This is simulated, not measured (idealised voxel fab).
The following is a process module called voxel self aligned vias.
In the cross-section labelled cut, the width is 190 nm and each square cell is 5 nm.
A cross-section is written here as square cells arranged in a grid, and it is given in bands from the top down, each band taking up one or more rows of cells. Read a band's entry like this: the first values are the height of its top and the height of its bottom in nm, and what follows is the sequence of materials from left to right, each with its width in nm. Note that "empty" is empty space, and that a single material marked "edge to edge" reaches across the band from edge to edge. Height datum 0, below which the as-received substrate wafer is one material. Lowest band open at the bottom, running downward: "top 0, no bottom". The two numbers in a width such as "30..40" mark its ends across the band: the first belongs to the top row of cells, the second to the bottom row, and from each row to the next the width moves by the same amount. "everything unchanged" means the step left every cell of the cross-section as it was. The entry "Trapped cavities" lists the empty spaces that cover at least 8 cells and have no open path to the top. Each is written as width x height at distance, where the distance is measured from the left edge and all three values are in nm. Post-settings text on a step line: simulator's own remark regarding the step. What "overlay nm" on a step's line means: if the step has a mask, that mask lay this far to the right of its planned place, or, when the value is negative, to the left.
[Intended process steps]
- 1: RECEIVE (material Si)
- 2: CONFORMAL_DEP (material SiO2; thk nm 15)
- 3: CONFORMAL_DEP (material SiCN; thk nm 5)
- 4: DIRECTIONAL_DEP (material lowk; thk nm 25)
- 5: PATTERN (tone open; mask id LINES; material resist; width nm 30; pitch nm 60; thk nm 20; overlay nm 0)
- 6: DIRECTIONAL_ETCH (etch materials lowk; depth nm 25)
- 7: STRIP (etch materials resist)
- 8: CONFORMAL_DEP (material TiN; thk nm 5)
- 9: FILL_DEP (material Ru; thk nm 10)
- 10: CMP (height nm 45)
- 11: SELECTIVE_ETCH (etch materials W Ru TiN; depth nm 10)
- 12: FILL_DEP (material SiN; thk nm 5)
- 13: CMP (height nm 45)
- 14: DIRECTIONAL_DEP (material lowk; thk nm 20)
- 15: PATTERN (tone open; mask id VIAS; material resist; width nm 40; pitch nm 60; thk nm 20; overlay nm 0)
- 16: DIRECTIONAL_ETCH (etch materials lowk; depth nm 20)
- 17: DIRECTIONAL_ETCH (etch materials SiN; depth nm 10)
- 18: STRIP (etch materials resist)
- 19: CONFORMAL_DEP (material TiN; thk nm 5)
- 20: FILL_DEP (material Cu; thk nm 10)
- 21: CMP (height nm 65)
- 22: CONFORMAL_DEP (material SiN; thk nm 5)
[First of two wafers, with the run carried out as planned]
[As-received wafer cross-section (after step 1)]
	top 0, no bottom: Si edge to edge
	Trapped cavities: none
[State of the wafer after step 2, shown in cross-section]
	top 15, bottom 0: SiO2 edge to edge
	Under 0: no change, same as before.
[State of the wafer after step 3, shown in cross-section]
	top 20, bottom 15: SiCN edge to edge
	Under 15: no change, same as before.
[State of the wafer after step 4, shown in cross-section]
	top 45, bottom 20: lowk edge to edge
	Under 20: no change, same as before.
[State of the wafer after step 5, shown in cross-section]
	top 65, bottom 45: 20 resist; 30 empty; 30 resist; 30 empty; 30 resist; 30 empty; 20 resist
	Under 45: no change, same as before.
[State of the wafer after step 6, shown in cross-section]
	top 65, bottom 45: 20 resist; 30 empty; 30 resist; 30 empty; 30 resist; 30 empty; 20 resist
	top 45, bottom 20: 20 lowk; 30 empty; 30 lowk; 30 empty; 30 lowk; 30 empty; 20 lowk
	Under 20: no change, same as before.
[State of the wafer after step 7, shown in cross-section]
	top 45, bottom 20: 20 lowk; 30 empty; 30 lowk; 30 empty; 30 lowk; 30 empty; 20 lowk
	Under 20: no change, same as before.
[State of the wafer after step 8, shown in cross-section]
	top 50, bottom 45: 25 TiN; 20 empty; 40 TiN; 20 empty; 40 TiN; 20 empty; 25 TiN
	top 45, bottom 25: 20 lowk; 5 TiN; 20 empty; 5 TiN; 30 lowk; 5 TiN; 20 empty; 5 TiN; 30 lowk; 5 TiN; 20 empty; 5 TiN; 20 lowk
	top 25, bottom 20: 20 lowk; 30 TiN; 30 lowk; 30 TiN; 30 lowk; 30 TiN; 20 lowk
	Under 20: no change, same as before.
[State of the wafer after step 9, shown in cross-section]
	top 60, bottom 50: Ru edge to edge
	top 50, bottom 45: 25 TiN; 20 Ru; 40 TiN; 20 Ru; 40 TiN; 20 Ru; 25 TiN
	top 45, bottom 25: 20 lowk; 5 TiN; 20 Ru; 5 TiN; 30 lowk; 5 TiN; 20 Ru; 5 TiN; 30 lowk; 5 TiN; 20 Ru; 5 TiN; 20 lowk
	Under 25: no change, same as before.
[State of the wafer after step 10, shown in cross-section]
	top 45, bottom 25: 20 lowk; 5 TiN; 20 Ru; 5 TiN; 30 lowk; 5 TiN; 20 Ru; 5 TiN; 30 lowk; 5 TiN; 20 Ru; 5 TiN; 20 lowk
	Under 25: no change, same as before.
[State of the wafer after step 11, shown in cross-section]
	top 45, bottom 35: 20 lowk; 30 empty; 30 lowk; 30 empty; 30 lowk; 30 empty; 20 lowk
	Under 35: no change, same as before.
[State of the wafer after step 12, shown in cross-section]
	top 50, bottom 45: SiN edge to edge
	top 45, bottom 35: 20 lowk; 30 SiN; 30 lowk; 30 SiN; 30 lowk; 30 SiN; 20 lowk
	Under 35: no change, same as before.
[State of the wafer after step 13, shown in cross-section]
	top 45, bottom 35: 20 lowk; 30 SiN; 30 lowk; 30 SiN; 30 lowk; 30 SiN; 20 lowk
	Under 35: no change, same as before.
[State of the wafer after step 14, shown in cross-section]
	top 65, bottom 45: lowk edge to edge
	Under 45: no change, same as before.
[State of the wafer after step 15, shown in cross-section]
	top 85, bottom 65: 15 resist; 40 empty; 20 resist; 40 empty; 20 resist; 40 empty; 15 resist
	Under 65: no change, same as before.
[State of the wafer after step 16, shown in cross-section]
	top 85, bottom 65: 15 resist; 40 empty; 20 resist; 40 empty; 20 resist; 40 empty; 15 resist
	top 65, bottom 45: 15 lowk; 40 empty; 20 lowk; 40 empty; 20 lowk; 40 empty; 15 lowk
	Under 45: no change, same as before.
[State of the wafer after step 17, shown in cross-section]
	top 85, bottom 65: 15 resist; 40 empty; 20 resist; 40 empty; 20 resist; 40 empty; 15 resist
	top 65, bottom 45: 15 lowk; 40 empty; 20 lowk; 40 empty; 20 lowk; 40 empty; 15 lowk
	top 45, bottom 35: 20 lowk; 30 empty; 30 lowk; 30 empty; 30 lowk; 30 empty; 20 lowk
	Under 35: no change, same as before.
[State of the wafer after step 18, shown in cross-section]
	top 65, bottom 45: 15 lowk; 40 empty; 20 lowk; 40 empty; 20 lowk; 40 empty; 15 lowk
	Under 45: no change, same as before.
[State of the wafer after step 19, shown in cross-section]
	top 70, bottom 65: 20 TiN; 30 empty; 30 TiN; 30 empty; 30 TiN; 30 empty; 20 TiN
	top 65, bottom 50: 15 lowk; 5 TiN; 30 empty; 5 TiN; 20 lowk; 5 TiN; 30 empty; 5 TiN; 20 lowk; 5 TiN; 30 empty; 5 TiN; 15 lowk
	top 50, bottom 40: 15..20 lowk; 10..5 TiN; 20 empty; 10..5 TiN; 20..30 lowk; 10..5 TiN; 20 empty; 10..5 TiN; 20..30 lowk; 10..5 TiN; 20 empty; 10..5 TiN; 15..20 lowk
	top 40, bottom 35: 20 lowk; 30 TiN; 30 lowk; 30 TiN; 30 lowk; 30 TiN; 20 lowk
	Under 35: no change, same as before.
[State of the wafer after step 20, shown in cross-section]
	top 80, bottom 70: Cu edge to edge
	top 70, bottom 65: 20 TiN; 30 Cu; 30 TiN; 30 Cu; 30 TiN; 30 Cu; 20 TiN
	top 65, bottom 50: 15 lowk; 5 TiN; 30 Cu; 5 TiN; 20 lowk; 5 TiN; 30 Cu; 5 TiN; 20 lowk; 5 TiN; 30 Cu; 5 TiN; 15 lowk
	top 50, bottom 40: 15..20 lowk; 10..5 TiN; 20 Cu; 10..5 TiN; 20..30 lowk; 10..5 TiN; 20 Cu; 10..5 TiN; 20..30 lowk; 10..5 TiN; 20 Cu; 10..5 TiN; 15..20 lowk
	Under 40: no change, same as before.
[State of the wafer after step 21, shown in cross-section]
	top 65, bottom 50: 15 lowk; 5 TiN; 30 Cu; 5 TiN; 20 lowk; 5 TiN; 30 Cu; 5 TiN; 20 lowk; 5 TiN; 30 Cu; 5 TiN; 15 lowk
	Under 50: no change, same as before.
[State of the wafer after step 22, shown in cross-section]
	top 70, bottom 65: SiN edge to edge
	Under 65: no change, same as before.
[Second wafer, same starting state and plan as the first, one mistake in the run, identical through step 8]
[Second wafer, cut view, end of step 9 per plan]
	top 60, bottom 50: SiN edge to edge
	top 50, bottom 45: 25 TiN; 20 SiN; 40 TiN; 20 SiN; 40 TiN; 20 SiN; 25 TiN
	top 45, bottom 25: 20 lowk; 5 TiN; 20 SiN; 5 TiN; 30 lowk; 5 TiN; 20 SiN; 5 TiN; 30 lowk; 5 TiN; 20 SiN; 5 TiN; 20 lowk
	Under 25: no change, same as before.
[Second wafer, cut view, end of step 10 per plan]
	top 45, bottom 25: 20 lowk; 5 TiN; 20 SiN; 5 TiN; 30 lowk; 5 TiN; 20 SiN; 5 TiN; 30 lowk; 5 TiN; 20 SiN; 5 TiN; 20 lowk
	Under 25: no change, same as before.
[Second wafer, cut view, end of step 11 per plan]
	top 45, bottom 35: 20 lowk; 5 empty; 20 SiN; 5 empty; 30 lowk; 5 empty; 20 SiN; 5 empty; 30 lowk; 5 empty; 20 SiN; 5 empty; 20 lowk
	Under 35: no change, same as before.
[Second wafer, cut view, end of step 12 per plan]
	top 50, bottom 45: SiN edge to edge
	top 45, bottom 35: 20 lowk; 30 SiN; 30 lowk; 30 SiN; 30 lowk; 30 SiN; 20 lowk
	Under 35: no change, same as before.
[Second wafer, cut view, end of step 13 per plan]
	top 45, bottom 35: 20 lowk; 30 SiN; 30 lowk; 30 SiN; 30 lowk; 30 SiN; 20 lowk
	Under 35: no change, same as before.
[Second wafer, cut view, end of step 14 per plan]
	top 65, bottom 45: lowk edge to edge
	Under 45: no change, same as before.
[Second wafer, cut view, end of step 15 per plan]
	top 85, bottom 65: 15 resist; 40 empty; 20 resist; 40 empty; 20 resist; 40 empty; 15 resist
	Under 65: no change, same as before.
[Second wafer, cut view, end of step 16 per plan]
	top 85, bottom 65: 15 resist; 40 empty; 20 resist; 40 empty; 20 resist; 40 empty; 15 resist
	top 65, bottom 45: 15 lowk; 40 empty; 20 lowk; 40 empty; 20 lowk; 40 empty; 15 lowk
	Under 45: no change, same as before.
[Second wafer, cut view, end of step 17 per plan]
	top 85, bottom 65: 15 resist; 40 empty; 20 resist; 40 empty; 20 resist; 40 empty; 15 resist
	top 65, bottom 45: 15 lowk; 40 empty; 20 lowk; 40 empty; 20 lowk; 40 empty; 15 lowk
	top 45, bottom 35: 20 lowk; 30 empty; 30 lowk; 30 empty; 30 lowk; 30 empty; 20 lowk
	Under 35: no change, same as before.
[Second wafer, cut view, end of step 18 per plan]
	top 65, bottom 45: 15 lowk; 40 empty; 20 lowk; 40 empty; 20 lowk; 40 empty; 15 lowk
	Under 45: no change, same as before.
[Second wafer, cut view, end of step 19 per plan]
	top 70, bottom 65: 20 TiN; 30 empty; 30 TiN; 30 empty; 30 TiN; 30 empty; 20 TiN
	top 65, bottom 50: 15 lowk; 5 TiN; 30 empty; 5 TiN; 20 lowk; 5 TiN; 30 empty; 5 TiN; 20 lowk; 5 TiN; 30 empty; 5 TiN; 15 lowk
	top 50, bottom 40: 15..20 lowk; 10..5 TiN; 20 empty; 10..5 TiN; 20..30 lowk; 10..5 TiN; 20 empty; 10..5 TiN; 20..30 lowk; 10..5 TiN; 20 empty; 10..5 TiN; 15..20 lowk
	top 40, bottom 35: 20 lowk; 30 TiN; 30 lowk; 30 TiN; 30 lowk; 30 TiN; 20 lowk
	Under 35: no change, same as before.
[Second wafer, cut view, end of step 20 per plan]
	top 80, bottom 70: Cu edge to edge
	top 70, bottom 65: 20 TiN; 30 Cu; 30 TiN; 30 Cu; 30 TiN; 30 Cu; 20 TiN
	top 65, bottom 50: 15 lowk; 5 TiN; 30 Cu; 5 TiN; 20 lowk; 5 TiN; 30 Cu; 5 TiN; 20 lowk; 5 TiN; 30 Cu; 5 TiN; 15 lowk
	top 50, bottom 40: 15..20 lowk; 10..5 TiN; 20 Cu; 10..5 TiN; 20..30 lowk; 10..5 TiN; 20 Cu; 10..5 TiN; 20..30 lowk; 10..5 TiN; 20 Cu; 10..5 TiN; 15..20 lowk
	Under 40: no change, same as before.
[Second wafer, cut view, end of step 21 per plan]
	top 65, bottom 50: 15 lowk; 5 TiN; 30 Cu; 5 TiN; 20 lowk; 5 TiN; 30 Cu; 5 TiN; 20 lowk; 5 TiN; 30 Cu; 5 TiN; 15 lowk
	Under 50: no change, same as before.
[Second wafer, cut view, end of step 22 per plan]
	top 70, bottom 65: SiN edge to edge
	Under 65: no change, same as before.
Deviation noted in wafer processing: step 9 deviated from plan and actually ran as FILL_DEP (material SiN; thk nm 10)
Once processing is complete, comparing cell counts shows that the second wafer has more or fewer of certain materials than the first: -24 Ru, +24 SiN
